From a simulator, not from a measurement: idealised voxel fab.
Documented hereafter: the process module known as voxel transistor to metal.
FYI the section here is cut, 285 nm wide, cells are 5 nm squares.
In this document a cross-section is written as a grid of square cells. It is given as a series of bands, listed from the top down, and a band is one or more rows of cells. Band: top height; bottom height; in nm. Then, left to right: material with width in nm, for each material. "throughout": a single material spanning edge to edge. "blank": empty space. The level at which height equals 0 is the one under which the wafer, as it arrives, is entirely one material. No lower edge exists for the bottom band, which continues downward and is notated as in "0 nm and below". Width "30..40": first value at the band's top row of cells, second value at its bottom row, equal change from row to row. "no change" for a step: no cell of the cross-section changed in that step. Voids not open to the top, 8 cells minimum: see "Sealed internal voids". Written width x height at distance; distance is from the left edge; nm. Where a step's line continues beyond its settings, the continuation is a remark by the simulator itself on that step. The line of a step may include "overlay nm". On a step with a mask, this value is how far to the right of its planned place the mask lay. A negative value means the mask lay to the left.

-- The process steps that were planned are listed below
step 1: RECEIVE,material Si
step 2: OXIDIZE,depth nm 5
step 3: CONFORMAL_DEP,material SiN,thk nm 15
step 4: MASKED_ETCH,tone cover,mask id ACTIVE,width nm 115,pitch nm 140,etch materials SiN,depth nm 15,overlay nm 0
step 5: MASKED_ETCH,tone cover,mask id ACTIVE,width nm 115,pitch nm 140,etch materials SiO2,depth nm 5,overlay nm 0
step 6: MASKED_ETCH,tone cover,mask id ACTIVE,width nm 115,pitch nm 140,etch materials Si,depth nm 30,overlay nm 0
step 7: OXIDIZE,depth nm 5
step 8: FILL_DEP,material SiO2,thk nm 5
step 9: CMP,height nm 15
step 10: SELECTIVE_ETCH,etch materials SiO2,depth nm 5
step 11: STRIP,etch materials SiN
step 12: SELECTIVE_ETCH,etch materials SiO2,depth nm 5
step 13: OXIDIZE,depth nm 5
step 14: DIRECTIONAL_DEP,material polySi,thk nm 20
step 15: DIRECTIONAL_DEP,material SiCN,thk nm 10
step 16: DIRECTIONAL_DEP,material aC,thk nm 15
step 17: PATTERN,tone cover,mask id GATE,material resist,width nm 25,pitch nm 140,thk nm 30,overlay nm 0
step 18: DIRECTIONAL_ETCH,etch materials aC,depth nm 15
step 19: STRIP,etch materials resist
step 20: DIRECTIONAL_ETCH,etch materials SiCN,depth nm 20
step 21: DIRECTIONAL_ETCH,etch materials polySi,depth nm 30
step 22: STRIP,etch materials aC
step 23: CONFORMAL_DEP,material SiN,thk nm 10
step 24: DIRECTIONAL_ETCH,etch materials SiN,depth nm 10
step 25: DIRECTIONAL_ETCH,etch materials SiO2,depth nm 5
step 26: DIRECTIONAL_ETCH,etch materials Si,depth nm 15
step 27: EPI,material SiGe,thk nm 15
step 28: FILL_DEP,material SiO2,thk nm 5
step 29: CMP,height nm 15
step 30: STRIP,etch materials polySi
step 31: SELECTIVE_ETCH,etch materials SiO2,depth nm 5
step 32: CONFORMAL_DEP,material HfO2,thk nm 5
step 33: CONFORMAL_DEP,material TiN,thk nm 5
step 34: FILL_DEP,material W,thk nm 5
step 35: CMP,height nm 10
step 36: DIRECTIONAL_DEP,material SiO2,thk nm 15
step 37: MASKED_ETCH,tone open,mask id CONTACT,width nm 20,etch materials SiO2,depth nm 35,overlay nm 0
step 38: CONFORMAL_DEP,material TiN,thk nm 5
step 39: FILL_DEP,material Ru,thk nm 5
step 40: CMP,height nm 25
step 41: CONFORMAL_DEP,material SiCN,thk nm 5
step 42: DIRECTIONAL_DEP,material SiO2,thk nm 25
step 43: DIRECTIONAL_DEP,material aC,thk nm 10
step 44: PATTERN,tone open,mask id METAL_1,material resist,width nm 20,thk nm 30,overlay nm 0
step 45: DIRECTIONAL_ETCH,etch materials aC,depth nm 10
step 46: STRIP,etch materials resist
step 47: DIRECTIONAL_ETCH,etch materials SiO2,depth nm 25
step 48: DIRECTIONAL_ETCH,etch materials SiCN,depth nm 5
step 49: STRIP,etch materials aC
step 50: CONFORMAL_DEP,material TiN,thk nm 5
step 51: FILL_DEP,material W,thk nm 5
step 52: CMP,height nm 55
step 53: CONFORMAL_DEP,material SiCN,thk nm 5
step 54: DIRECTIONAL_DEP,material SiO2,thk nm 25
step 55: MASKED_ETCH,tone open,mask id METAL_2_HOLES,width nm 15,pitch nm 140,etch materials SiO2,depth nm 25,overlay nm 0
step 56: DIRECTIONAL_DEP,material aC,thk nm 10
step 57: PATTERN,tone open,mask id METAL_2,material resist,width nm 20,pitch nm 140,thk nm 25,overlay nm 0
step 58: DIRECTIONAL_ETCH,etch materials aC,depth nm 10
step 59: STRIP,etch materials resist
step 60: DIRECTIONAL_ETCH,etch materials SiO2,depth nm 15
step 61: DIRECTIONAL_ETCH,etch materials SiCN,depth nm 5
step 62: STRIP,etch materials aC
step 63: CONFORMAL_DEP,material TiN,thk nm 5
step 64: FILL_DEP,material Cu,thk nm 5
step 65: CMP,height nm 85
step 66: CONFORMAL_DEP,material SiCN,thk nm 5

-- Wafer cross-section on receipt, i.e. after step 1
  0 nm and below = Si throughout
  Sealed internal voids: none

-- Final wafer profile in cross-section after the module, from the same start and plan as above, with one mistake made during processing
  90 nm to 85 nm = SiCN throughout
  85 nm to 75 nm = 20 nm SiO2, then 5 nm TiN, then 10 nm Cu, then 5 nm TiN, then 120 nm SiO2, then 5 nm TiN, then 10 nm Cu, then 5 nm TiN, then 105 nm SiO2
  75 nm to 70 nm = 20 nm SiO2, then 5 nm TiN, then 5 nm Cu, then 10 nm TiN, then 120 nm SiO2, then 5 nm TiN, then 5 nm Cu, then 10 nm TiN, then 105 nm SiO2
  70 nm to 60 nm = 20 nm SiO2, then 5 nm TiN, then 5 nm Cu, then 5 nm TiN, then 125 nm SiO2, then 5 nm TiN, then 5 nm Cu, then 5 nm TiN, then 110 nm SiO2
  60 nm to 55 nm = 20 nm SiCN, then 15 nm TiN, then 125 nm SiCN, then 15 nm TiN, then 110 nm SiCN
  55 nm to 30 nm = 20 nm SiO2, then 5 nm TiN, then 10 nm W, then 5 nm TiN, then 65 nm SiO2, then 5 nm TiN, then 10 nm W, then 5 nm TiN, then 35 nm SiO2, then 5 nm TiN, then 10 nm W, then 5 nm TiN, then 65 nm SiO2, then 5 nm TiN, then 10 nm W, then 5 nm TiN, then 20 nm SiO2
  30 nm to 25 nm = 20 nm SiCN, then 20 nm TiN, then 65 nm SiCN, then 20 nm TiN, then 35 nm SiCN, then 20 nm TiN, then 65 nm SiCN, then 20 nm TiN, then 20 nm SiCN
  25 nm to 15 nm = 15 nm Ru, then 5 nm TiN, then 20 nm SiO2, then 5 nm TiN, then 55 nm Ru, then 5 nm TiN, then 20 nm SiO2, then 5 nm TiN, then 25 nm Ru, then 5 nm TiN, then 20 nm SiO2, then 5 nm TiN, then 55 nm Ru, then 5 nm TiN, then 20 nm SiO2, then 5 nm TiN, then 15 nm Ru
  15 nm to 10 nm = 15 nm Ru, then 5 nm TiN, then 20 nm SiO2, then 65 nm TiN, then 20 nm SiO2, then 5 nm TiN, then 25 nm Ru, then 5 nm TiN, then 20 nm SiO2, then 65 nm TiN, then 20 nm SiO2, then 5 nm TiN, then 15 nm Ru
  10 nm to 5 nm = 5 nm Ru, then 15 nm TiN, then 20 nm SiO2, then 10 nm TiN, then 10 nm SiN, then 5 nm HfO2, then 5 nm TiN, then 5 nm W, then 5 nm TiN, then 5 nm HfO2, then 10 nm SiN, then 10 nm TiN, then 20 nm SiO2, then 15 nm TiN, then 5 nm Ru, then 15 nm TiN, then 20 nm SiO2, then 10 nm TiN, then 10 nm SiN, then 5 nm HfO2, then 5 nm TiN, then 5 nm W, then 5 nm TiN, then 5 nm HfO2, then 10 nm SiN, then 10 nm TiN, then 20 nm SiO2, then 15 nm TiN, then 5 nm Ru
  5 nm to 0 nm = 5 nm Ru, then 5 nm TiN, then 10 nm SiN, then 15 nm SiO2, then 15 nm SiGe, then 10 nm SiN, then 5 nm HfO2, then 5 nm TiN, then 5 nm W, then 5 nm TiN, then 5 nm HfO2, then 10 nm SiN, then 15 nm SiGe, then 15 nm SiO2, then 10 nm SiN, then 5 nm TiN, then 5 nm Ru, then 5 nm TiN, then 10 nm SiN, then 15 nm SiO2, then 15 nm SiGe, then 10 nm SiN, then 5 nm HfO2, then 5 nm TiN, then 5 nm W, then 5 nm TiN, then 5 nm HfO2, then 10 nm SiN, then 15 nm SiGe, then 15 nm SiO2, then 10 nm SiN, then 5 nm TiN, then 5 nm Ru
  0 nm to -5 nm = 5 nm Ru, then 5 nm TiN, then 10 nm SiN, then 15 nm SiO2, then 15 nm SiGe, then 10 nm SiN, then 5 nm HfO2, then 15 nm TiN, then 5 nm HfO2, then 10 nm SiN, then 15 nm SiGe, then 15 nm SiO2, then 10 nm SiN, then 5 nm TiN, then 5 nm Ru, then 5 nm TiN, then 10 nm SiN, then 15 nm SiO2, then 15 nm SiGe, then 10 nm SiN, then 5 nm HfO2, then 15 nm TiN, then 5 nm HfO2, then 10 nm SiN, then 15 nm SiGe, then 15 nm SiO2, then 10 nm SiN, then 5 nm TiN, then 5 nm Ru
  -5 nm to -10 nm = 10 nm TiN, then 25 nm SiO2, then 15 nm SiGe, then 5 nm SiO2, then 35 nm HfO2, then 5 nm SiO2, then 15 nm SiGe, then 25 nm SiO2, then 15 nm TiN, then 25 nm SiO2, then 15 nm SiGe, then 5 nm SiO2, then 35 nm HfO2, then 5 nm SiO2, then 15 nm SiGe, then 25 nm SiO2, then 10 nm TiN
  -10 nm to -25 nm = 20 nm SiO2, then 30 nm SiGe, then 45 nm Si, then 30 nm SiGe, then 35 nm SiO2, then 30 nm SiGe, then 45 nm Si, then 30 nm SiGe, then 20 nm SiO2
  -25 nm to -40 nm = 20 nm SiO2, then 105 nm Si, then 35 nm SiO2, then 105 nm Si, then 20 nm SiO2
  -40 nm and below = Si throughout
  Sealed internal voids: none
It is concluded that the wafer was processed incorrectly with respect to the plan, in that step 37, actual vs plan mismatch, actual run MASKED_ETCH,tone cover,mask id CONTACT,width nm 20,etch materials SiO2,depth nm 35,overlay nm 0
